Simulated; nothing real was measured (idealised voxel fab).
The process module that follows is named voxel gate over fins.
Cross-section cut spans 245 nm and uses square cells 5 nm in size.
Cross-section = grid of square cells, listed top down in bands; band = one or more rows.
First you get the band's top height and its bottom height, in nm, and then the materials it's made of, left to right, with each width in nm. If you see a single material with "everywhere", that one covers the band edge to edge. "blank" is empty space.
The level at which height equals 0 is the one under which the wafer, as it arrives, is entirely one material. No lower edge exists for the bottom band, which continues downward and is notated as in "0..down".
The notation "30 to 40" denotes a width that varies across the rows of cells in the band, beginning at the first number in the top row, finishing at the second number in the bottom row, and changing by an identical amount from each row to the next.
For the purposes of this document, the phrase "all unchanged" attached to a step denotes that no cell within the cross-section was modified by that step.
"Enclosed cavity list" specifies each empty space that is not open to the top and that occupies no fewer than 8 cells, using the form width x height at distance, the distance measured from the left edge and all three quantities in nm.
Anything after a step's settings on that line? It's the simulator's own note about the step.
Among the settings permitted on a step's line is "overlay nm"; applied to a step with a mask, it specifies the extent to which the mask lay to the right of its planned position, whereas a negative figure signifies a position to the left.

## The following list gives the planned process steps
1) RECEIVE: material Si
2) CONFORMAL_DEP: material SiN, thk nm 5
3) MASKED_ETCH: tone cover, mask id FINS, width nm 15, pitch nm 55, etch materials SiN, depth nm 5, overlay nm 0
4) MASKED_ETCH: tone cover, mask id FINS, width nm 15, pitch nm 55, etch materials Si, depth nm 30, overlay nm 0
5) OXIDIZE: depth nm 5
6) FILL_DEP: material SiO2, thk nm 15
7) CMP: height nm 5
8) PATTERN: tone open, mask id RAIL, material resist, width nm 15, thk nm 20, overlay nm 0
9) DIRECTIONAL_ETCH: etch materials SiO2, depth nm 30
10) STRIP: etch materials resist
11) CONFORMAL_DEP: material TiN, thk nm 5
12) FILL_DEP: material W, thk nm 5
13) CMP: height nm 5
14) SELECTIVE_ETCH: etch materials W Ru TiN, depth nm 25
15) FILL_DEP: material SiO2, thk nm 5
16) CMP: height nm 5
17) SELECTIVE_ETCH: etch materials SiO2, depth nm 20
18) STRIP: etch materials SiN
19) CONFORMAL_DEP: material HfO2, thk nm 5
20) CONFORMAL_DEP: material TiN, thk nm 5
21) FILL_DEP: material W, thk nm 10
22) CMP: height nm 15
23) CONFORMAL_DEP: material SiN, thk nm 5

## Run as planned: first of two wafers

## Cross-section: wafer on arrival = after step 1
- 0..down | Si everywhere
- Enclosed cavity list: none

## Wafer xsec, post step 2
- 5..0 | SiN everywhere
- Everything under 0 stays put, no change at all.

## Wafer xsec, post step 3
- 5..0 | blank=30 / SiN=15 / blank=40 / SiN=15 / blank=40 / SiN=15 / blank=40 / SiN=15 / blank=35
- Everything under 0 stays put, no change at all.

## Wafer xsec, post step 4
- 5..0 | blank=30 / SiN=15 / blank=40 / SiN=15 / blank=40 / SiN=15 / blank=40 / SiN=15 / blank=35
- 0..-30 | blank=30 / Si=15 / blank=40 / Si=15 / blank=40 / Si=15 / blank=40 / Si=15 / blank=35
- Everything under -30 stays put, no change at all.

## Wafer xsec, post step 5
- 5..0 | blank=30 / SiN=15 / blank=40 / SiN=15 / blank=40 / SiN=15 / blank=40 / SiN=15 / blank=35
- 0..-30 | blank=30 / SiO2=5 / Si=5 / SiO2=5 / blank=40 / SiO2=5 / Si=5 / SiO2=5 / blank=40 / SiO2=5 / Si=5 / SiO2=5 / blank=40 / SiO2=5 / Si=5 / SiO2=5 / blank=35
- -30..-35 | SiO2=35 / Si=5 / SiO2=50 / Si=5 / SiO2=50 / Si=5 / SiO2=50 / Si=5 / SiO2=40
- Everything under -35 stays put, no change at all.

## Wafer xsec, post step 6
- 20..5 | SiO2 everywhere
- 5..0 | SiO2=30 / SiN=15 / SiO2=40 / SiN=15 / SiO2=40 / SiN=15 / SiO2=40 / SiN=15 / SiO2=35
- 0..-35 | SiO2=35 / Si=5 / SiO2=50 / Si=5 / SiO2=50 / Si=5 / SiO2=50 / Si=5 / SiO2=40
- Everything under -35 stays put, no change at all.

## Wafer xsec, post step 7
- 5..0 | SiO2=30 / SiN=15 / SiO2=40 / SiN=15 / SiO2=40 / SiN=15 / SiO2=40 / SiN=15 / SiO2=35
- Everything under 0 stays put, no change at all.

## Wafer xsec, post step 8
- 25..5 | resist=55 / blank=15 / resist=175
- Everything under 5 stays put, no change at all.

## Wafer xsec, post step 9
- 25..5 | resist=55 / blank=15 / resist=175
- 5..0 | SiO2=30 / SiN=15 / SiO2=10 / blank=15 / SiO2=15 / SiN=15 / SiO2=40 / SiN=15 / SiO2=40 / SiN=15 / SiO2=35
- 0..-25 | SiO2=35 / Si=5 / SiO2=15 / blank=15 / SiO2=20 / Si=5 / SiO2=50 / Si=5 / SiO2=50 / Si=5 / SiO2=40
- Everything under -25 stays put, no change at all.

## Wafer xsec, post step 10
- 5..0 | SiO2=30 / SiN=15 / SiO2=10 / blank=15 / SiO2=15 / SiN=15 / SiO2=40 / SiN=15 / SiO2=40 / SiN=15 / SiO2=35
- Everything under 0 stays put, no change at all.

## Wafer xsec, post step 11
- 10..5 | TiN=60 / blank=5 / TiN=180
- 5..0 | SiO2=30 / SiN=15 / SiO2=10 / TiN=5 / blank=5 / TiN=5 / SiO2=15 / SiN=15 / SiO2=40 / SiN=15 / SiO2=40 / SiN=15 / SiO2=35
- 0..-20 | SiO2=35 / Si=5 / SiO2=15 / TiN=5 / blank=5 / TiN=5 / SiO2=20 / Si=5 / SiO2=50 / Si=5 / SiO2=50 / Si=5 / SiO2=40
- -20..-25 | SiO2=35 / Si=5 / SiO2=15 / TiN=15 / SiO2=20 / Si=5 / SiO2=50 / Si=5 / SiO2=50 / Si=5 / SiO2=40
- Everything under -25 stays put, no change at all.

## Wafer xsec, post step 12
- 15..10 | W everywhere
- 10..5 | TiN=60 / W=5 / TiN=180
- 5..0 | SiO2=30 / SiN=15 / SiO2=10 / TiN=5 / W=5 / TiN=5 / SiO2=15 / SiN=15 / SiO2=40 / SiN=15 / SiO2=40 / SiN=15 / SiO2=35
- 0..-20 | SiO2=35 / Si=5 / SiO2=15 / TiN=5 / W=5 / TiN=5 / SiO2=20 / Si=5 / SiO2=50 / Si=5 / SiO2=50 / Si=5 / SiO2=40
- Everything under -20 stays put, no change at all.

## Wafer xsec, post step 13
- 5..0 | SiO2=30 / SiN=15 / SiO2=10 / TiN=5 / W=5 / TiN=5 / SiO2=15 / SiN=15 / SiO2=40 / SiN=15 / SiO2=40 / SiN=15 / SiO2=35
- Everything under 0 stays put, no change at all.

## Wafer xsec, post step 14
- 5..0 | SiO2=30 / SiN=15 / SiO2=10 / blank=15 / SiO2=15 / SiN=15 / SiO2=40 / SiN=15 / SiO2=40 / SiN=15 / SiO2=35
- 0..-20 | SiO2=35 / Si=5 / SiO2=15 / blank=15 / SiO2=20 / Si=5 / SiO2=50 / Si=5 / SiO2=50 / Si=5 / SiO2=40
- Everything under -20 stays put, no change at all.

## Wafer xsec, post step 15
- 10..5 | SiO2 everywhere
- 5..0 | SiO2=30 / SiN=15 / SiO2=40 / SiN=15 / SiO2=40 / SiN=15 / SiO2=40 / SiN=15 / SiO2=35
- 0..-20 | SiO2=35 / Si=5 / SiO2=50 / Si=5 / SiO2=50 / Si=5 / SiO2=50 / Si=5 / SiO2=40
- Everything under -20 stays put, no change at all.

## Wafer xsec, post step 16
- 5..0 | SiO2=30 / SiN=15 / SiO2=40 / SiN=15 / SiO2=40 / SiN=15 / SiO2=40 / SiN=15 / SiO2=35
- Everything under 0 stays put, no change at all.

## Wafer xsec, post step 17
- 5..0 | blank=30 / SiN=15 / blank=40 / SiN=15 / blank=40 / SiN=15 / blank=40 / SiN=15 / blank=35
- 0..-15 | blank=35 / Si=5 / blank=50 / Si=5 / blank=50 / Si=5 / blank=50 / Si=5 / blank=40
- Everything under -15 stays put, no change at all.

## Wafer xsec, post step 18
- 0..-15 | blank=35 / Si=5 / blank=50 / Si=5 / blank=50 / Si=5 / blank=50 / Si=5 / blank=40
- Everything under -15 stays put, no change at all.

## Wafer xsec, post step 19
- 5..0 | blank=30 / HfO2=15 / blank=40 / HfO2=15 / blank=40 / HfO2=15 / blank=40 / HfO2=15 / blank=35
- 0..-10 | blank=30 / HfO2=5 / Si=5 / HfO2=5 / blank=40 / HfO2=5 / Si=5 / HfO2=5 / blank=40 / HfO2=5 / Si=5 / HfO2=5 / blank=40 / HfO2=5 / Si=5 / HfO2=5 / blank=35
- -10..-15 | HfO2=35 / Si=5 / HfO2=50 / Si=5 / HfO2=50 / Si=5 / HfO2=50 / Si=5 / HfO2=40
- Everything under -15 stays put, no change at all.

## Wafer xsec, post step 20
- 10..5 | blank=25 / TiN=25 / blank=30 / TiN=25 / blank=30 / TiN=25 / blank=30 / TiN=25 / blank=30
- 5..0 | blank=25 / TiN=5 / HfO2=15 / TiN=5 / blank=30 / TiN=5 / HfO2=15 / TiN=5 / blank=30 / TiN=5 / HfO2=15 / TiN=5 / blank=30 / TiN=5 / HfO2=15 / TiN=5 / blank=30
- 0..-5 | blank=25 / TiN=5 / HfO2=5 / Si=5 / HfO2=5 / TiN=5 / blank=30 / TiN=5 / HfO2=5 / Si=5 / HfO2=5 / TiN=5 / blank=30 / TiN=5 / HfO2=5 / Si=5 / HfO2=5 / TiN=5 / blank=30 / TiN=5 / HfO2=5 / Si=5 / HfO2=5 / TiN=5 / blank=30
- -5..-10 | TiN=30 / HfO2=5 / Si=5 / HfO2=5 / TiN=40 / HfO2=5 / Si=5 / HfO2=5 / TiN=40 / HfO2=5 / Si=5 / HfO2=5 / TiN=40 / HfO2=5 / Si=5 / HfO2=5 / TiN=35
- Everything under -10 stays put, no change at all.

## Wafer xsec, post step 21
- 20..10 | W everywhere
- 10..5 | W=25 / TiN=25 / W=30 / TiN=25 / W=30 / TiN=25 / W=30 / TiN=25 / W=30
- 5..0 | W=25 / TiN=5 / HfO2=15 / TiN=5 / W=30 / TiN=5 / HfO2=15 / TiN=5 / W=30 / TiN=5 / HfO2=15 / TiN=5 / W=30 / TiN=5 / HfO2=15 / TiN=5 / W=30
- 0..-5 | W=25 / TiN=5 / HfO2=5 / Si=5 / HfO2=5 / TiN=5 / W=30 / TiN=5 / HfO2=5 / Si=5 / HfO2=5 / TiN=5 / W=30 / TiN=5 / HfO2=5 / Si=5 / HfO2=5 / TiN=5 / W=30 / TiN=5 / HfO2=5 / Si=5 / HfO2=5 / TiN=5 / W=30
- Everything under -5 stays put, no change at all.

## Wafer xsec, post step 22
- 15..10 | W everywhere
- Everything under 10 stays put, no change at all.

## Wafer xsec, post step 23
- 20..15 | SiN everywhere
- Everything under 15 stays put, no change at all.

## Second wafer. Start and plan as for the first. One mistake made in running. Agrees with the first up to and including step 2

## Second wafer, section view, time point: scheduled end of step 3
- 5..0 | SiN=30 / blank=15 / SiN=40 / blank=15 / SiN=40 / blank=15 / SiN=40 / blank=15 / SiN=35
- Everything under 0 stays put, no change at all.

Second wafer, section view, time point: scheduled end of step 4: all unchanged

## Second wafer, section view, time point: scheduled end of step 5
- 5..0 | SiN=30 / blank=15 / SiN=40 / blank=15 / SiN=40 / blank=15 / SiN=40 / blank=15 / SiN=35
- 0..-5 | Si=25 / SiO2=25 / Si=30 / SiO2=25 / Si=30 / SiO2=25 / Si=30 / SiO2=25 / Si=30
- Everything under -5 stays put, no change at all.

## Second wafer, section view, time point: scheduled end of step 6
- 20..5 | SiO2 everywhere
- 5..0 | SiN=30 / SiO2=15 / SiN=40 / SiO2=15 / SiN=40 / SiO2=15 / SiN=40 / SiO2=15 / SiN=35
- Everything under 0 stays put, no change at all.

## Second wafer, section view, time point: scheduled end of step 7
- 5..0 | SiN=30 / SiO2=15 / SiN=40 / SiO2=15 / SiN=40 / SiO2=15 / SiN=40 / SiO2=15 / SiN=35
- Everything under 0 stays put, no change at all.

## Second wafer, section view, time point: scheduled end of step 8
- 25..5 | resist=55 / blank=15 / resist=175
- Everything under 5 stays put, no change at all.

Second wafer, section view, time point: scheduled end of step 9: all unchanged

## Second wafer, section view, time point: scheduled end of step 10
- 5..0 | SiN=30 / SiO2=15 / SiN=40 / SiO2=15 / SiN=40 / SiO2=15 / SiN=40 / SiO2=15 / SiN=35
- Everything under 0 stays put, no change at all.

## Second wafer, section view, time point: scheduled end of step 11
- 10..5 | TiN everywhere
- Everything under 5 stays put, no change at all.

## Second wafer, section view, time point: scheduled end of step 12
- 15..10 | W everywhere
- Everything under 10 stays put, no change at all.

## Second wafer, section view, time point: scheduled end of step 13
- 5..0 | SiN=30 / SiO2=15 / SiN=40 / SiO2=15 / SiN=40 / SiO2=15 / SiN=40 / SiO2=15 / SiN=35
- Everything under 0 stays put, no change at all.

Second wafer, section view, time point: scheduled end of step 14: all unchanged

## Second wafer, section view, time point: scheduled end of step 15
- 10..5 | SiO2 everywhere
- Everything under 5 stays put, no change at all.

## Second wafer, section view, time point: scheduled end of step 16
- 5..0 | SiN=30 / SiO2=15 / SiN=40 / SiO2=15 / SiN=40 / SiO2=15 / SiN=40 / SiO2=15 / SiN=35
- Everything under 0 stays put, no change at all.

## Second wafer, section view, time point: scheduled end of step 17
- 5..0 | SiN=30 / blank=15 / SiN=40 / blank=15 / SiN=40 / blank=15 / SiN=40 / blank=15 / SiN=35
- 0..-5 | Si=25 / blank=25 / Si=30 / blank=25 / Si=30 / blank=25 / Si=30 / blank=25 / Si=30
- Everything under -5 stays put, no change at all.

## Second wafer, section view, time point: scheduled end of step 18
- 0..-5 | Si=25 / blank=25 / Si=30 / blank=25 / Si=30 / blank=25 / Si=30 / blank=25 / Si=30
- Everything under -5 stays put, no change at all.

## Second wafer, section view, time point: scheduled end of step 19
- 5..0 | HfO2=30 / blank=15 / HfO2=40 / blank=15 / HfO2=40 / blank=15 / HfO2=40 / blank=15 / HfO2=35
- 0..-5 | Si=25 / HfO2=25 / Si=30 / HfO2=25 / Si=30 / HfO2=25 / Si=30 / HfO2=25 / Si=30
- Everything under -5 stays put, no change at all.

## Second wafer, section view, time point: scheduled end of step 20
- 10..5 | TiN=35 / blank=5 / TiN=50 / blank=5 / TiN=50 / blank=5 / TiN=50 / blank=5 / TiN=40
- 5..0 | HfO2=30 / TiN=15 / HfO2=40 / TiN=15 / HfO2=40 / TiN=15 / HfO2=40 / TiN=15 / HfO2=35
- Everything under 0 stays put, no change at all.

## Second wafer, section view, time point: scheduled end of step 21
- 20..10 | W everywhere
- 10..5 | TiN=35 / W=5 / TiN=50 / W=5 / TiN=50 / W=5 / TiN=50 / W=5 / TiN=40
- Everything under 5 stays put, no change at all.

## Second wafer, section view, time point: scheduled end of step 22
- 15..10 | W everywhere
- Everything under 10 stays put, no change at all.

## Second wafer, section view, time point: scheduled end of step 23
- 20..15 | SiN everywhere
- Everything under 15 stays put, no change at all.
The plan and the run diverged here: step 3 was run on a setting that differed from the plan, and what really ran there is MASKED_ETCH: tone open, mask id FINS, width nm 15, pitch nm 55, etch materials SiN, depth nm 5, overlay nm 0
Heads up, by the end the second wafer has more or fewer cells of some materials compared to the first: HfO2 -16, Si +295, SiO2 -177, TiN -19, W -83
